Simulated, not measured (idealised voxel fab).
Process module in this document: voxel plated lines
The cross-section shown here is cut; it is 210 nm wide and divided into square cells measuring 5 nm on a side.
For the purposes of this document, a cross-section shall be understood as a grid of square cells, specified as bands listed in top-to-bottom order, each band consisting of one or more rows of cells.
It is stipulated that each band's entry specify, in nanometres, the height of the top of the band and then that of its bottom, followed by the materials of the band in left-to-right sequence, each together with its width in nanometres. A single material marked by the word "edge to edge" is understood to fill the band from edge to edge; the word "blank" is understood to denote empty space.
A quick word on heights: they are counted from 0, and under that level the wafer as it came to us is one material throughout. The lowest band is different from the rest in having no bottom; it simply continues downward, written as in "z 0 and below".
The notation "30->40" denotes a width that varies across the rows of cells in the band, beginning at the first number in the top row, finishing at the second number in the bottom row, and changing by an identical amount from each row to the next.
"all unchanged", as given for a step, is the statement that not any cell of the cross-section underwent a change during that step.
"Sealed-off cavities" contains a list of empty spaces, each no smaller than 8 cells and without an open way to the top, written in the form width x height at distance with the distance from the left edge and all three in nm.
after a step's settings: what the simulator itself notes on the step
"overlay nm", when on a step's line for a step with a mask, measures how far to the right of its planned place the mask lay; a negative measure means to the left.
SO HERE'S THE LINEUP OF PROCESS STEPS WE PLANNED
step 1: RECEIVE: material Si
step 2: CONFORMAL_DEP: material SiN, thk nm 10
step 3: DIRECTIONAL_DEP: material TiN, thk nm 5
step 4: PATTERN: tone open, mask id LINES, material resist, width nm 20, pitch nm 45, thk nm 30, overlay nm 0
step 5: EPI: material Ru, thk nm 10
step 6: EPI: material Ru, thk nm 10
step 7: STRIP: etch materials resist
step 8: DIRECTIONAL_ETCH: etch materials TiN, depth nm 5
step 9: CONFORMAL_DEP: material SiCN, thk nm 5
FIRST OUT OF TWO WAFERS; RUN WENT TO PLAN
INCOMING WAFER, CROSS-SECTIONAL VIEW, POST STEP 1
    z 0 and below: Si edge to edge
    Sealed-off cavities: none
HOW THE WAFER STANDS IN SECTION AFTER STEP 2
    z 10 to 0: SiN edge to edge
    Note: structure below 0 unchanged.
HOW THE WAFER STANDS IN SECTION AFTER STEP 3
    z 15 to 10: TiN edge to edge
    Note: structure below 10 unchanged.
HOW THE WAFER STANDS IN SECTION AFTER STEP 4
    z 45 to 15: resist=25, blank=20, resist=25, blank=20, resist=25, blank=20, resist=25, blank=20, resist=30
    Note: structure below 15 unchanged.
HOW THE WAFER STANDS IN SECTION AFTER STEP 5
    z 45 to 25: resist=25, blank=20, resist=25, blank=20, resist=25, blank=20, resist=25, blank=20, resist=30
    z 25 to 15: resist=25, Ru=20, resist=25, Ru=20, resist=25, Ru=20, resist=25, Ru=20, resist=30
    Note: structure below 15 unchanged.
HOW THE WAFER STANDS IN SECTION AFTER STEP 6
    z 45 to 35: resist=25, blank=20, resist=25, blank=20, resist=25, blank=20, resist=25, blank=20, resist=30
    z 35 to 15: resist=25, Ru=20, resist=25, Ru=20, resist=25, Ru=20, resist=25, Ru=20, resist=30
    Note: structure below 15 unchanged.
HOW THE WAFER STANDS IN SECTION AFTER STEP 7
    z 35 to 15: blank=25, Ru=20, blank=25, Ru=20, blank=25, Ru=20, blank=25, Ru=20, blank=30
    Note: structure below 15 unchanged.
HOW THE WAFER STANDS IN SECTION AFTER STEP 8
    z 35 to 15: blank=25, Ru=20, blank=25, Ru=20, blank=25, Ru=20, blank=25, Ru=20, blank=30
    z 15 to 10: blank=25, TiN=20, blank=25, TiN=20, blank=25, TiN=20, blank=25, TiN=20, blank=30
    Note: structure below 10 unchanged.
HOW THE WAFER STANDS IN SECTION AFTER STEP 9
    z 40 to 35: blank=20, SiCN=30, blank=15, SiCN=30, blank=15, SiCN=30, blank=15, SiCN=30, blank=25
    z 35 to 15: blank=20, SiCN=5, Ru=20, SiCN=5, blank=15, SiCN=5, Ru=20, SiCN=5, blank=15, SiCN=5, Ru=20, SiCN=5, blank=15, SiCN=5, Ru=20, SiCN=5, blank=25
    z 15 to 10: SiCN=25, TiN=20, SiCN=25, TiN=20, SiCN=25, TiN=20, SiCN=25, TiN=20, SiCN=30
    Note: structure below 10 unchanged.
THE REMAINING WAFER, SECOND OF THE TWO, STARTED LIKE THE FIRST AND WAS RUN TO THE SAME PLAN, EXCEPT THAT ONE MISTAKE WAS MADE ALONG THE WAY; THE TWO COINCIDE THROUGH STEP 1, INCLUSIVE
when step 2 should have ended: all unchanged
WHEN STEP 3 SHOULD HAVE ENDED
    z 5 to 0: TiN edge to edge
    Note: structure below 0 unchanged.
WHEN STEP 4 SHOULD HAVE ENDED
    z 35 to 5: resist=25, blank=20, resist=25, blank=20, resist=25, blank=20, resist=25, blank=20, resist=30
    Note: structure below 5 unchanged.
WHEN STEP 5 SHOULD HAVE ENDED
    z 35 to 15: resist=25, blank=20, resist=25, blank=20, resist=25, blank=20, resist=25, blank=20, resist=30
    z 15 to 5: resist=25, Ru=20, resist=25, Ru=20, resist=25, Ru=20, resist=25, Ru=20, resist=30
    Note: structure below 5 unchanged.
WHEN STEP 6 SHOULD HAVE ENDED
    z 35 to 25: resist=25, blank=20, resist=25, blank=20, resist=25, blank=20, resist=25, blank=20, resist=30
    z 25 to 5: resist=25, Ru=20, resist=25, Ru=20, resist=25, Ru=20, resist=25, Ru=20, resist=30
    Note: structure below 5 unchanged.
WHEN STEP 7 SHOULD HAVE ENDED
    z 25 to 5: blank=25, Ru=20, blank=25, Ru=20, blank=25, Ru=20, blank=25, Ru=20, blank=30
    Note: structure below 5 unchanged.
WHEN STEP 8 SHOULD HAVE ENDED
    z 25 to 5: blank=25, Ru=20, blank=25, Ru=20, blank=25, Ru=20, blank=25, Ru=20, blank=30
    z 5 to 0: blank=25, TiN=20, blank=25, TiN=20, blank=25, TiN=20, blank=25, TiN=20, blank=30
    Note: structure below 0 unchanged.
WHEN STEP 9 SHOULD HAVE ENDED
    z 30 to 25: blank=20, SiCN=30, blank=15, SiCN=30, blank=15, SiCN=30, blank=15, SiCN=30, blank=25
    z 25 to 5: blank=20, SiCN=5, Ru=20, SiCN=5, blank=15, SiCN=5, Ru=20, SiCN=5, blank=15, SiCN=5, Ru=20, SiCN=5, blank=15, SiCN=5, Ru=20, SiCN=5, blank=25
    z 5 to 0: SiCN=25, TiN=20, SiCN=25, TiN=20, SiCN=25, TiN=20, SiCN=25, TiN=20, SiCN=30
    Note: structure below 0 unchanged.
Misprocessing identified: step 2 of the plan was omitted and not executed
Once processing is complete, comparing cell counts shows that the second wafer has more or fewer of certain materials than the first: SiN -84
